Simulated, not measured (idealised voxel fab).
A process module follows: voxel spacer lines.
Xsec cut, 165 nm wide, square cell size 5 nm.
A cross-section in this document is a grid of square cells, and it is written down as bands, the top band listed before the ones below it; a band is made up of one or more rows of cells.
It is stipulated that each band's entry specify, in nanometres, the height of the top of the band and then that of its bottom, followed by the materials of the band in left-to-right sequence, each together with its width in nanometres. A single material marked by the word "full width" is understood to fill the band from edge to edge; the word "empty" is understood to denote empty space.
Measure heights from 0. That's the level where, below it, the as-received wafer is all one material. The lowest band is bottomless and extends downward; write it as in "0 down".
So if you see something like "30..40" for the width, read it as the top row of the band sitting at the first number and the bottom row at the second, with every row in between moving by the same amount as the last.
"stayed the same" means the step left every cell of the cross-section as it was.
"Voids, sealed" means: voids of 8 cells or more that are shut off from the top with no open way through. Written width x height at distance, distance from the left edge, in nm.
Anything after a step's settings on that line? It's the simulator's own note about the step.
overlay nm: on a step with a mask, how far right of its planned place the mask lay; negative means left.

THE STEPS PLANNED FOR THE PROCESS ARE AS FOLLOWS
1: RECEIVE (material Si)
2: CONFORMAL_DEP (material Al2O3; thk nm 5)
3: DIRECTIONAL_DEP (material polySi; thk nm 20)
4: DIRECTIONAL_DEP (material aC; thk nm 30)
5: PATTERN (tone cover; mask id MANDREL; material resist; width nm 20; pitch nm 70; thk nm 35; overlay nm -15)
6: DIRECTIONAL_ETCH (etch materials aC; depth nm 30)
7: STRIP (etch materials resist)
8: CONFORMAL_DEP (material SiO2; thk nm 15)
9: DIRECTIONAL_ETCH (etch materials SiO2; depth nm 15)
10: STRIP (etch materials aC)
11: DIRECTIONAL_ETCH (etch materials polySi; depth nm 20)
12: STRIP (etch materials SiO2)
It is noted that the wafers described herein are identical at the outset and are distinguished by the overlay nm of step 5; the value stated in the plan corresponds to the first wafer.

AS-RECEIVED STATE AFTER STEP 1, FIRST OF SEVERAL WAFERS, CROSS-SECTION
0 down: Si full width
Voids, sealed: none

CROSS-SECTION, FIRST OF SEVERAL WAFERS, END OF MODULE, AFTER LAST STEP 12
25 to 5: 5 of empty | 15 of polySi | 20 of empty | 15 of polySi | 20 of empty | 15 of polySi | 20 of empty | 15 of polySi | 40 of empty
5 to 0: Al2O3 full width
0 down: Si full width
Voids, sealed: none

AT THE END OF THE MODULE, THE LAST OF SEVERAL WAFERS IN CROSS-SECTION
25 to 5: 35 of empty | 15 of polySi | 20 of empty | 15 of polySi | 20 of empty | 15 of polySi | 20 of empty | 15 of polySi | 10 of empty
5 to 0: Al2O3 full width
0 down: Si full width
Voids, sealed: none

SO IN THIS TABLE EVERY WAFER GETS ITS OWN ROW, AND WHAT YOU SEE IS WHERE IT STANDS AT THE END OF THE MODULE: FOR EACH MATERIAL, HOW MANY CELLS IT PICKED UP (+) OR GAVE UP (-) SINCE WE RECEIVED IT, AND AFTER THAT ITS CLOSED VOIDS
overlay nm -15; +33 Al2O3; +48 polySi; Voids, sealed: none
overlay nm -10; +33 Al2O3; +48 polySi; Voids, sealed: none
overlay nm -5; +33 Al2O3; +48 polySi; Voids, sealed: none
overlay nm 0; +33 Al2O3; +48 polySi; Voids, sealed: none
overlay nm 5; +33 Al2O3; +48 polySi; Voids, sealed: none
overlay nm 10; +33 Al2O3; +48 polySi; Voids, sealed: none
overlay nm 15; +33 Al2O3; +48 polySi; Voids, sealed: none
